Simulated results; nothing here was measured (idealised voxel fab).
Name of the process module below: voxel wiring stack
In the cross-section labelled cut, the width is 195 nm and each square cell is 5 nm.
Cross-section, as written here: a square-cell grid given band by band from the top down, where a band holds one or more rows of cells. This entry defines a band. It first specifies the height of the band's top and the height of its bottom in nm, and then specifies the band's materials from left to right, stating each material with its width in nm. The word "full width" identifies a single material that fills the band from edge to edge, while the word "blank" identifies empty space. Height 0 is the level under which the wafer as received is all one material. The lowest band goes on downwards, as in "z 0 and below". Graded width ("30->40"): value in top row of band = first number; value in bottom row = second number; row-to-row change constant. Any step labelled "everything unchanged" changed none of the cells in the cross-section. Empty spaces without an open route to the top, at least 8 cells in extent, make up the entry "Fully sealed cavities"; each is given as width x height at distance, where the distance is measured from the left edge, and all are in nm. It should be noted that, on the line of a given step, the content following the step's settings is a remark produced by the simulator itself with respect to that step. overlay nm: how far to the right of its planned place the mask lay on this masked step (negative: to the left).

Process steps (planned):
1,RECEIVE,material Si
2,CONFORMAL_DEP,material SiO2,thk nm 10
3,CONFORMAL_DEP,material SiN,thk nm 5
4,DIRECTIONAL_DEP,material SiO2,thk nm 15
5,DIRECTIONAL_DEP,material aC,thk nm 15
6,PATTERN,tone open,mask id METAL_1,material resist,width nm 25,pitch nm 40,thk nm 35,overlay nm 0
7,DIRECTIONAL_ETCH,etch materials aC,depth nm 15
8,STRIP,etch materials resist
9,DIRECTIONAL_ETCH,etch materials SiO2,depth nm 15
10,DIRECTIONAL_ETCH,etch materials SiN,depth nm 5
11,STRIP,etch materials aC
12,CONFORMAL_DEP,material TiN,thk nm 5
13,FILL_DEP,material W,thk nm 10
14,CMP,height nm 30
15,EPI,material Ru,thk nm 5
16,FILL_DEP,material SiCN,thk nm 5
17,DIRECTIONAL_DEP,material lowk,thk nm 15
18,DIRECTIONAL_DEP,material aC,thk nm 10
19,PATTERN,tone open,mask id PLUG_1,material resist,width nm 15,pitch nm 40,thk nm 30,overlay nm 0
20,DIRECTIONAL_ETCH,etch materials aC,depth nm 10
21,STRIP,etch materials resist
22,DIRECTIONAL_ETCH,etch materials lowk,depth nm 15
23,DIRECTIONAL_ETCH,etch materials SiCN,depth nm 5
24,STRIP,etch materials aC
25,CONFORMAL_DEP,material TiN,thk nm 5
26,FILL_DEP,material W,thk nm 10
27,CMP,height nm 55
28,CONFORMAL_DEP,material SiN,thk nm 5
29,DIRECTIONAL_DEP,material SiO2,thk nm 20
30,MASKED_ETCH,tone open,mask id METAL_2,width nm 25,pitch nm 40,etch materials SiO2,depth nm 20,overlay nm 0
31,MASKED_ETCH,tone open,mask id METAL_2,width nm 25,pitch nm 40,etch materials SiN,depth nm 5,overlay nm 0
32,CONFORMAL_DEP,material TiN,thk nm 5
33,FILL_DEP,material Cu,thk nm 5
34,CMP,height nm 80
35,CONFORMAL_DEP,material SiCN,thk nm 5
36,DIRECTIONAL_DEP,material SiO2,thk nm 20
37,DIRECTIONAL_DEP,material aC,thk nm 15
38,PATTERN,tone open,mask id PLUG_2,material resist,width nm 15,pitch nm 40,thk nm 30,overlay nm 0
39,DIRECTIONAL_ETCH,etch materials aC,depth nm 15
40,STRIP,etch materials resist
41,DIRECTIONAL_ETCH,etch materials SiO2,depth nm 20
42,DIRECTIONAL_ETCH,etch materials SiCN,depth nm 5
43,STRIP,etch materials aC
44,CONFORMAL_DEP,material TiN,thk nm 5
45,FILL_DEP,material W,thk nm 10
46,CMP,height nm 105
47,DIRECTIONAL_DEP,material TiN,thk nm 5
48,DIRECTIONAL_DEP,material W,thk nm 25
49,PATTERN,tone cover,mask id METAL_3,material resist,width nm 25,pitch nm 40,thk nm 20,overlay nm 0
50,DIRECTIONAL_ETCH,etch materials W,depth nm 25
51,DIRECTIONAL_ETCH,etch materials TiN,depth nm 5
52,STRIP,etch materials resist
53,FILL_DEP,material lowk,thk nm 5
54,CMP,height nm 135
55,CONFORMAL_DEP,material SiN,thk nm 5

Cross-section of the wafer upon arrival, representing the state reached after step 1:
  z 0 and below: Si full width
  Fully sealed cavities: none

Cross-section: first of two wafers, module finished, run according to plan:
  z 140 to 135: SiN full width
  z 135 to 110: 45 of lowk, 25 of W, 15 of lowk, 25 of W, 15 of lowk, 25 of W, 45 of lowk
  z 110 to 105: 45 of lowk, 25 of TiN, 15 of lowk, 25 of TiN, 15 of lowk, 25 of TiN, 45 of lowk
  z 105 to 85: 45 of SiO2, 5 of TiN, 5 of W, 5 of TiN, 25 of SiO2, 5 of TiN, 5 of W, 5 of TiN, 25 of SiO2, 5 of TiN, 5 of W, 5 of TiN, 55 of SiO2
  z 85 to 80: 45 of SiCN, 15 of TiN, 25 of SiCN, 15 of TiN, 25 of SiCN, 15 of TiN, 55 of SiCN
  z 80 to 60: 45 of SiO2, 5 of TiN, 15 of Cu, 5 of TiN, 15 of SiO2, 5 of TiN, 15 of Cu, 5 of TiN, 15 of SiO2, 5 of TiN, 15 of Cu, 5 of TiN, 45 of SiO2
  z 60 to 55: 45 of SiN, 25 of TiN, 15 of SiN, 25 of TiN, 15 of SiN, 25 of TiN, 45 of SiN
  z 55 to 40: 45 of lowk, 5 of TiN, 5 of W, 5 of TiN, 25 of lowk, 5 of TiN, 5 of W, 5 of TiN, 25 of lowk, 5 of TiN, 5 of W, 5 of TiN, 55 of lowk
  z 40 to 35: 45 of SiCN, 15 of TiN, 25 of SiCN, 15 of TiN, 25 of SiCN, 15 of TiN, 55 of SiCN
  z 35 to 30: 40 of SiCN, 35 of Ru, 5 of SiCN, 35 of Ru, 5 of SiCN, 35 of Ru, 40 of SiCN
  z 30 to 15: 45 of SiO2, 5 of TiN, 15 of W, 5 of TiN, 15 of SiO2, 5 of TiN, 15 of W, 5 of TiN, 15 of SiO2, 5 of TiN, 15 of W, 5 of TiN, 45 of SiO2
  z 15 to 10: 45 of SiN, 25 of TiN, 15 of SiN, 25 of TiN, 15 of SiN, 25 of TiN, 45 of SiN
  z 10 to 0: SiO2 full width
  z 0 and below: Si full width
  Fully sealed cavities: none

Here is the second of the two wafers cut open at the end of the module - same start, same plan as the first one, but we made one mistake running it:
  z 140 to 135: SiN full width
  z 135 to 110: 45 of lowk, 25 of W, 15 of lowk, 25 of W, 15 of lowk, 25 of W, 45 of lowk
  z 110 to 105: 45 of lowk, 25 of TiN, 15 of lowk, 25 of TiN, 15 of lowk, 25 of TiN, 45 of lowk
  z 105 to 85: 40 of SiO2, 5 of TiN, 5 of W, 5 of TiN, 25 of SiO2, 5 of TiN, 5 of W, 5 of TiN, 25 of SiO2, 5 of TiN, 5 of W, 5 of TiN, 60 of SiO2
  z 85 to 80: 40 of SiCN, 15 of TiN, 25 of SiCN, 15 of TiN, 25 of SiCN, 15 of TiN, 60 of SiCN
  z 80 to 60: 45 of SiO2, 5 of TiN, 15 of Cu, 5 of TiN, 15 of SiO2, 5 of TiN, 15 of Cu, 5 of TiN, 15 of SiO2, 5 of TiN, 15 of Cu, 5 of TiN, 45 of SiO2
  z 60 to 55: 45 of SiN, 25 of TiN, 15 of SiN, 25 of TiN, 15 of SiN, 25 of TiN, 45 of SiN
  z 55 to 40: 45 of lowk, 5 of TiN, 5 of W, 5 of TiN, 25 of lowk, 5 of TiN, 5 of W, 5 of TiN, 25 of lowk, 5 of TiN, 5 of W, 5 of TiN, 55 of lowk
  z 40 to 35: 45 of SiCN, 15 of TiN, 25 of SiCN, 15 of TiN, 25 of SiCN, 15 of TiN, 55 of SiCN
  z 35 to 30: 40 of SiCN, 35 of Ru, 5 of SiCN, 35 of Ru, 5 of SiCN, 35 of Ru, 40 of SiCN
  z 30 to 15: 45 of SiO2, 5 of TiN, 15 of W, 5 of TiN, 15 of SiO2, 5 of TiN, 15 of W, 5 of TiN, 15 of SiO2, 5 of TiN, 15 of W, 5 of TiN, 45 of SiO2
  z 15 to 10: 45 of SiN, 25 of TiN, 15 of SiN, 25 of TiN, 15 of SiN, 25 of TiN, 45 of SiN
  z 10 to 0: SiO2 full width
  z 0 and below: Si full width
  Fully sealed cavities: none
Which mistake was made when the wafer was run? off-plan run, step 38, actual operation and settings PATTERN,tone open,mask id PLUG_2,material resist,width nm 15,pitch nm 40,thk nm 30,overlay nm -5
Final state: per-material cell counts identical on both wafers; locations differ.
